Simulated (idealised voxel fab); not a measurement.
process module | voxel double patterning
cross-section cut | 285 nm wide | cells 5 nm
A cross-section is a grid of square cells, given in bands from the top down. A band is one or more rows of cells.
Each band's line starts with the height of the band's top and of its bottom, in nm. Then come its materials from left to right, each with its width in nm. One material with "throughout" fills the band from edge to edge. "air" is empty space.
Height 0 is the level under which the wafer as received is all one material. The lowest band goes on downwards, as in "0 down".
A width such as "30 to 40" changes by the same amount from each row of cells to the next, from the band's top row to its bottom row.
"no change" after a step means that no cell of the cross-section changed.
closed voids: empty space of 8 cells or more with no open way to the top, each as width x height at its distance from the left edge, in nm
after a step's settings: what the simulator itself notes on the step
overlay nm, on a step with a mask: how far to the right of its planned place the mask lay; to the left if negative
plan
1 op RECEIVE | material Si
2 op CONFORMAL_DEP | material SiO2 | thk nm 5
3 op DIRECTIONAL_DEP | material W | thk nm 10
4 op DIRECTIONAL_DEP | material SiCN | thk nm 10
5 op MASKED_ETCH | tone open | mask id FIRST | width nm 15 | pitch nm 50 | etch materials SiCN | depth nm 10 | overlay nm 0
6 op DIRECTIONAL_DEP | material aC | thk nm 15
7 op PATTERN | tone open | mask id SECOND | material resist | width nm 15 | thk nm 30 | overlay nm 0
8 op DIRECTIONAL_ETCH | etch materials aC | depth nm 15
9 op STRIP | etch materials resist
10 op DIRECTIONAL_ETCH | etch materials SiCN | depth nm 10
11 op STRIP | etch materials aC
12 op DIRECTIONAL_ETCH | etch materials W | depth nm 10
13 op STRIP | etch materials SiCN
as received, after step 1
  0 down: Si throughout
  closed voids: none
a wafer at the end: this start, this plan, one mistake
  10 to 0: W 110 | air 15 | W 10 | air 15 | W 10 | air 15 | W 110
  0 down: Si throughout
  closed voids: none
what went wrong: step 2 was left out
